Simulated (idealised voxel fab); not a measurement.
process module | voxel ribs on slabs
It is cross-section cut that appears here, measuring 190 nm in width, its square cells being 5 nm in size.
When this document writes out a cross-section, it uses a grid of square cells and lists it as bands, beginning at the top and moving down, with a band standing for one or more rows of cells.
Band: top height; bottom height; in nm. Then, left to right: material with width in nm, for each material. "everywhere": a single material spanning edge to edge. "blank": empty space.
Heads up on the height convention: 0 is the point under which the incoming wafer is all one material, and the lowest band has no bottom, it just keeps going down, like "0 -> down".
When a width is written as two numbers, as in "30 to 40", the first number is the width in the top row of cells of the band and the second is the width in its bottom row, and the width changes by the same amount from each row to the next.
"changes: none" after a step means that no cell of the cross-section changed.
"Encapsulated voids" enumerates empty spaces isolated from the top, with no open way to it, that contain at least 8 cells, giving each as width x height at distance from the left edge, all three in nm.
Past the settings on a step's line: simulator remark, on that step.
Among the settings permitted on a step's line is "overlay nm"; applied to a step with a mask, it specifies the extent to which the mask lay to the right of its planned position, whereas a negative figure signifies a position to the left.
## Here's what the planned process steps look like
step 1: RECEIVE: material Si
step 2: DIRECTIONAL_DEP: material SiO2, thk nm 30
step 3: DIRECTIONAL_DEP: material SiN, thk nm 25
step 4: MASKED_ETCH: tone cover, mask id RIB, width nm 20, etch materials SiN, depth nm 20, overlay nm 0
step 5: PATTERN: tone cover, mask id SLAB, material resist, width nm 60, thk nm 20, overlay nm 0
step 6: DIRECTIONAL_ETCH: etch materials SiN, depth nm 5
step 7: STRIP: etch materials resist
step 8: FILL_DEP: material SiO2, thk nm 15
step 9: CMP: height nm 65
step 10: DIRECTIONAL_DEP: material TiN, thk nm 5
step 11: DIRECTIONAL_DEP: material aC, thk nm 10
step 12: PATTERN: tone cover, mask id HEATER, material resist, width nm 30, thk nm 25, overlay nm 0
step 13: DIRECTIONAL_ETCH: etch materials aC, depth nm 10
step 14: STRIP: etch materials resist
step 15: DIRECTIONAL_ETCH: etch materials TiN, depth nm 5
step 16: STRIP: etch materials aC
step 17: CONFORMAL_DEP: material SiO2, thk nm 5
## Cross-section of the incoming wafer, state after step 1
	0 -> down | Si everywhere
	Encapsulated voids: none
## Final wafer profile in cross-section after the module, from the same start and plan as above, with one mistake made during processing
	75 -> 70 | blank 75  SiO2 40  blank 75
	70 -> 65 | SiO2 80  TiN 30  SiO2 80
	65 -> 55 | SiO2 everywhere
	55 -> 35 | SiO2 80  SiN 20  SiO2 90
	35 -> 30 | SiO2 65  SiN 60  SiO2 65
	30 -> 0 | SiO2 everywhere
	0 -> down | Si everywhere
	Encapsulated voids: none
Which mistake was made when the wafer was run? in deviation from the planned setting, step 4 was conducted as MASKED_ETCH: tone cover, mask id RIB, width nm 20, etch materials SiN, depth nm 20, overlay nm -5
